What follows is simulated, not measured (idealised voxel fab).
process module | voxel self aligned vias
cross-section cut | 190 nm wide | cells 5 nm
A cross-section is a grid of square cells, given in bands from the top down. A band is one or more rows of cells.
Each band's line starts with the height of the band's top and of its bottom, in nm. Then come its materials from left to right, each with its width in nm. One material with "throughout" fills the band from edge to edge. "air" is empty space.
Height 0 is the level under which the wafer as received is all one material. The lowest band goes on downwards, as in "0 down".
A width such as "30 to 40" changes by the same amount from each row of cells to the next, from the band's top row to its bottom row.
"no change" after a step means that no cell of the cross-section changed.
closed voids: empty space of 8 cells or more with no open way to the top, each as width x height at its distance from the left edge, in nm
after a step's settings: what the simulator itself notes on the step
overlay nm, on a step with a mask: how far to the right of its planned place the mask lay; to the left if negative
plan
1 op RECEIVE | material Si
2 op CONFORMAL_DEP | material SiO2 | thk nm 15
3 op CONFORMAL_DEP | material SiCN | thk nm 5
4 op DIRECTIONAL_DEP | material lowk | thk nm 20
5 op MASKED_ETCH | tone open | mask id LINES | width nm 25 | pitch nm 70 | etch materials lowk | depth nm 20 | overlay nm 0
6 op CONFORMAL_DEP | material TiN | thk nm 5
7 op FILL_DEP | material W | thk nm 5
8 op CMP | height nm 40
9 op SELECTIVE_ETCH | etch materials W Ru TiN | depth nm 5
10 op FILL_DEP | material SiN | thk nm 10
11 op CMP | height nm 40
12 op DIRECTIONAL_DEP | material lowk | thk nm 15
13 op DIRECTIONAL_DEP | material aC | thk nm 10
14 op PATTERN | tone open | mask id VIAS | material resist | width nm 45 | thk nm 25 | overlay nm 0
15 op DIRECTIONAL_ETCH | etch materials aC | depth nm 10
16 op STRIP | etch materials resist
17 op DIRECTIONAL_ETCH | etch materials lowk | depth nm 15
18 op DIRECTIONAL_ETCH | etch materials SiN | depth nm 5
19 op STRIP | etch materials aC
20 op CONFORMAL_DEP | material TiN | thk nm 5
21 op FILL_DEP | material Cu | thk nm 10
22 op CMP | height nm 55
23 op CONFORMAL_DEP | material SiN | thk nm 5
as received, after step 1
  0 down: Si throughout
  closed voids: none
first wafer at the end, as planned
  60 to 55: SiN throughout
  55 to 45: lowk 35 | TiN 5 | Cu 35 | TiN 5 | lowk 110
  45 to 40: lowk 35 | TiN 15 | Cu 15 | TiN 15 | lowk 110
  40 to 35: lowk 45 | TiN 25 | lowk 45 | SiN 25 | lowk 50
  35 to 25: lowk 45 | TiN 5 | W 15 | TiN 5 | lowk 45 | TiN 5 | W 15 | TiN 5 | lowk 50
  25 to 20: lowk 45 | TiN 25 | lowk 45 | TiN 25 | lowk 50
  20 to 15: SiCN throughout
  15 to 0: SiO2 throughout
  0 down: Si throughout
  closed voids: none
second wafer at the end: like start, like plan, one mistake
  60 to 55: SiN throughout
  55 to 45: lowk 35 | TiN 5 | Cu 35 | TiN 5 | lowk 110
  45 to 40: lowk 35 | TiN 5 | Cu 15 | TiN 25 | lowk 110
  40 to 35: lowk 35 | TiN 25 | lowk 45 | SiN 25 | lowk 60
  35 to 25: lowk 35 | TiN 5 | W 15 | TiN 5 | lowk 45 | TiN 5 | W 15 | TiN 5 | lowk 60
  25 to 20: lowk 35 | TiN 25 | lowk 45 | TiN 25 | lowk 60
  20 to 15: SiCN throughout
  15 to 0: SiO2 throughout
  0 down: Si throughout
  closed voids: none
what went wrong: step 5 ran as: op MASKED_ETCH | tone open | mask id LINES | width nm 25 | pitch nm 70 | etch materials lowk | depth nm 20 | overlay nm -10
at the end the second wafer has, in cells: as many of each material as the first, in other places
